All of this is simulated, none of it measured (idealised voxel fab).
The process module that follows is named voxel released beams.
FYI the section here is cut, 215 nm wide, cells are 5 nm squares.
The cross-sections in this document take the form of a grid made of square cells. They are written out as bands, in order from top to bottom. Each band consists of one or more rows of cells.
It is stipulated that each band's entry specify, in nanometres, the height of the top of the band and then that of its bottom, followed by the materials of the band in left-to-right sequence, each together with its width in nanometres. A single material marked by the word "edge to edge" is understood to fill the band from edge to edge; the word "air" is understood to denote empty space.
Height datum 0, below which the as-received substrate wafer is one material. Lowest band open at the bottom, running downward: "0..down".
The notation "30 to 40" denotes a width that varies across the rows of cells in the band, beginning at the first number in the top row, finishing at the second number in the bottom row, and changing by an identical amount from each row to the next.
Given "nothing changed" for a step, no cell of the cross-section differs between before and after that step.
"Enclosed internal cavities": sealed empty spaces, 8 cells or more, no open way to top, listed width x height at distance, with distance from the left edge and width, height and distance in nm.
Note: text after step settings on the step line = simulator remark on that step.
A step line may carry the setting "overlay nm", which, for steps involving a mask, states the distance by which the mask lay to the right of its intended position; negative values denote displacement to the left.

**Set out below are the planned steps of the process**
1) RECEIVE with material Si
2) CONFORMAL_DEP with material Al2O3, thk nm 5
3) DIRECTIONAL_DEP with material SiO2, thk nm 10
4) PATTERN with tone open, mask id ANCHOR, material resist, width nm 45, thk nm 20, overlay nm 0
5) DIRECTIONAL_ETCH with etch materials SiO2, depth nm 10
6) STRIP with etch materials resist
7) CONFORMAL_DEP with material W, thk nm 15
8) MASKED_ETCH with tone cover, mask id BEAM, width nm 130, etch materials W, depth nm 15, overlay nm 0
9) STRIP with etch materials SiO2

**What follows covers the first of two wafers; it ran as planned**

**Incoming wafer, cross-sectional view, post step 1**
0..down: Si edge to edge
Enclosed internal cavities: none

**Cross-section of the wafer subsequent to step 2**
5..0: Al2O3 edge to edge
All layers under 0 are left as they were.

**Cross-section of the wafer subsequent to step 3**
15..5: SiO2 edge to edge
All layers under 5 are left as they were.

**Cross-section of the wafer subsequent to step 4**
35..15: 45 of resist, then 45 of air, then 125 of resist
All layers under 15 are left as they were.

**Cross-section of the wafer subsequent to step 5**
35..15: 45 of resist, then 45 of air, then 125 of resist
15..5: 45 of SiO2, then 45 of air, then 125 of SiO2
All layers under 5 are left as they were.

**Cross-section of the wafer subsequent to step 6**
15..5: 45 of SiO2, then 45 of air, then 125 of SiO2
All layers under 5 are left as they were.

**Cross-section of the wafer subsequent to step 7**
30..20: 60 of W, then 15 of air, then 140 of W
20..15: W edge to edge
15..5: 45 of SiO2, then 45 of W, then 125 of SiO2
All layers under 5 are left as they were.

**Cross-section of the wafer subsequent to step 8**
30..20: 40 of air, then 20 of W, then 15 of air, then 95 of W, then 45 of air
20..15: 40 of air, then 130 of W, then 45 of air
All layers under 15 are left as they were.

**Cross-section of the wafer subsequent to step 9**
30..20: 40 of air, then 20 of W, then 15 of air, then 95 of W, then 45 of air
20..15: 40 of air, then 130 of W, then 45 of air
15..5: 45 of air, then 45 of W, then 125 of air
All layers under 5 are left as they were.

**The second wafer: identical to the first at the outset and in its planned sequence, differing only in that one mistake was made during processing; up to and including step 1, its path is the first wafer's path**

Cross-section of the second wafer at the time step 2 of the plan should have ended: nothing changed

**Cross-section of the second wafer at the time step 3 of the plan should have ended**
10..0: SiO2 edge to edge
All layers under 0 are left as they were.

**Cross-section of the second wafer at the time step 4 of the plan should have ended**
30..10: 45 of resist, then 45 of air, then 125 of resist
All layers under 10 are left as they were.

**Cross-section of the second wafer at the time step 5 of the plan should have ended**
30..10: 45 of resist, then 45 of air, then 125 of resist
10..0: 45 of SiO2, then 45 of air, then 125 of SiO2
All layers under 0 are left as they were.

**Cross-section of the second wafer at the time step 6 of the plan should have ended**
10..0: 45 of SiO2, then 45 of air, then 125 of SiO2
All layers under 0 are left as they were.

**Cross-section of the second wafer at the time step 7 of the plan should have ended**
25..15: 60 of W, then 15 of air, then 140 of W
15..10: W edge to edge
10..0: 45 of SiO2, then 45 of W, then 125 of SiO2
All layers under 0 are left as they were.

**Cross-section of the second wafer at the time step 8 of the plan should have ended**
25..15: 40 of air, then 20 of W, then 15 of air, then 95 of W, then 45 of air
15..10: 40 of air, then 130 of W, then 45 of air
All layers under 10 are left as they were.

**Cross-section of the second wafer at the time step 9 of the plan should have ended**
25..15: 40 of air, then 20 of W, then 15 of air, then 95 of W, then 45 of air
15..10: 40 of air, then 130 of W, then 45 of air
10..0: 45 of air, then 45 of W, then 125 of air
All layers under 0 are left as they were.
Where did the run depart from the plan? skipped: plan step 2 (never run)
Materials where the second wafer ends with more or fewer cells than the first: Al2O3 -43
